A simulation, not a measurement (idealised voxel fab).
Process module in this document: voxel air gaps
Each square cell in cross-section cut measures 5 nm, and the section as a whole is 280 nm wide.
How to read a cross-section here: the picture is a grid of square cells, written as bands going from the top down, and any band can span one or more rows of cells. In this notation a band is specified by the heights of its top and bottom, in that order and in nm, after which its materials appear from left to right, each paired with its width in nm. The word "all across" attached to a single material means that material fills the band from edge to edge; the word "blank" stands for empty space. Heights are expressed relative to 0, this being the level below which the as-received wafer comprises one material exclusively. The lowest band is unbounded in the downward direction and is denoted as in "top 0, no bottom". Per-row width for "30 to 40": begins at first number (top row of band), ends at second number (bottom row), increment between rows held constant. Step marked "no change"? Then no cell in the cross-section changed in it. In the "Enclosed empty spaces" entry, you get each enclosed empty space of 8 cells or more, one with no open way to the top, written width x height at distance, distance from the left edge, in nm. Read whatever lies past the settings on a step's line as the simulator's own remark about the step. overlay nm: where the mask lay relative to plan, measured to the right, on steps with a mask; negatives go left.
Intended process steps:
1 RECEIVE, material Si
2 CONFORMAL_DEP, material SiO2, thk nm 15
3 CONFORMAL_DEP, material SiCN, thk nm 5
4 DIRECTIONAL_DEP, material lowk, thk nm 30
5 DIRECTIONAL_DEP, material aC, thk nm 15
6 PATTERN, tone open, mask id LINES, material resist, width nm 15, pitch nm 50, thk nm 30, overlay nm 0
7 DIRECTIONAL_ETCH, etch materials aC, depth nm 15
8 STRIP, etch materials resist
9 DIRECTIONAL_ETCH, etch materials lowk, depth nm 30
10 STRIP, etch materials aC
11 CONFORMAL_DEP, material TiN, thk nm 5
12 FILL_DEP, material Cu, thk nm 5
13 CMP, height nm 50
14 EPI, material Ru, thk nm 10
15 SELECTIVE_ETCH, etch materials lowk, depth nm 40
16 CONFORMAL_DEP, material SiCN, thk nm 5
What sets these wafers apart? The width nm at step 6. They all start alike, and the plan carries the first wafer's value.
The first of several wafers in cross-section, exactly as it reached us after step 1:
  top 0, no bottom: Si all across
  Enclosed empty spaces: none
First of several wafers, sectioned at end of module (last step: step 16):
  top 65, bottom 60: blank 45  SiCN 45  blank 5  SiCN 45  blank 5  SiCN 45  blank 5  SiCN 45  blank 40
  top 60, bottom 50: blank 45  SiCN 5  Ru 35  SiCN 5  blank 5  SiCN 5  Ru 35  SiCN 5  blank 5  SiCN 5  Ru 35  SiCN 5  blank 5  SiCN 5  Ru 35  SiCN 5  blank 40
  top 50, bottom 45: blank 45  SiCN 15  TiN 5  Cu 5  TiN 5  SiCN 15  blank 5  SiCN 15  TiN 5  Cu 5  TiN 5  SiCN 15  blank 5  SiCN 15  TiN 5  Cu 5  TiN 5  SiCN 15  blank 5  SiCN 15  TiN 5  Cu 5  TiN 5  SiCN 15  blank 40
  top 45, bottom 25: blank 55  SiCN 5  TiN 5  Cu 5  TiN 5  SiCN 5  blank 25  SiCN 5  TiN 5  Cu 5  TiN 5  SiCN 5  blank 25  SiCN 5  TiN 5  Cu 5  TiN 5  SiCN 5  blank 25  SiCN 5  TiN 5  Cu 5  TiN 5  SiCN 5  blank 50
  top 25, bottom 20: SiCN 60  TiN 15  SiCN 35  TiN 15  SiCN 35  TiN 15  SiCN 35  TiN 15  SiCN 55
  top 20, bottom 15: SiCN all across
  top 15, bottom 0: SiO2 all across
  top 0, no bottom: Si all across
  Enclosed empty spaces: none
Cross-section at module completion, last wafer:
  top 65, bottom 60: blank 35  SiCN 215  blank 30
  top 60, bottom 50: blank 35  SiCN 5  Ru 205  SiCN 5  blank 30
  top 50, bottom 45: blank 35  SiCN 15  TiN 5  Cu 25  TiN 5  lowk 15  TiN 5  Cu 25  TiN 5  lowk 15  TiN 5  Cu 25  TiN 5  lowk 15  TiN 5  Cu 25  TiN 5  SiCN 15  blank 30
  top 45, bottom 25: blank 45  SiCN 5  TiN 5  Cu 25  TiN 5  lowk 15  TiN 5  Cu 25  TiN 5  lowk 15  TiN 5  Cu 25  TiN 5  lowk 15  TiN 5  Cu 25  TiN 5  SiCN 5  blank 40
  top 25, bottom 20: SiCN 50  TiN 35  lowk 15  TiN 35  lowk 15  TiN 35  lowk 15  TiN 35  SiCN 45
  top 20, bottom 15: SiCN all across
  top 15, bottom 0: SiO2 all across
  top 0, no bottom: Si all across
  Enclosed empty spaces: none
Wafer rows; end of module; cells per material since receipt: (+) gained, (-) lost; then closed voids:
width nm 15, +20 Cu, +56 Ru, +208 SiCN, +168 SiO2, +52 TiN, Enclosed empty spaces: none
width nm 20, +40 Cu, +64 Ru, +208 SiCN, +168 SiO2, +56 TiN, Enclosed empty spaces: 20 x 20 at 80; 20 x 20 at 130; 20 x 20 at 180
width nm 25, +60 Cu, +72 Ru, +196 SiCN, +168 SiO2, +60 TiN, Enclosed empty spaces: 15 x 20 at 85; 15 x 20 at 135; 15 x 20 at 185
width nm 30, +80 Cu, +80 Ru, +136 SiCN, +168 SiO2, +64 TiN, +72 lowk, Enclosed empty spaces: none
width nm 35, +100 Cu, +82 Ru, +136 SiCN, +168 SiO2, +68 TiN, +54 lowk, Enclosed empty spaces: none
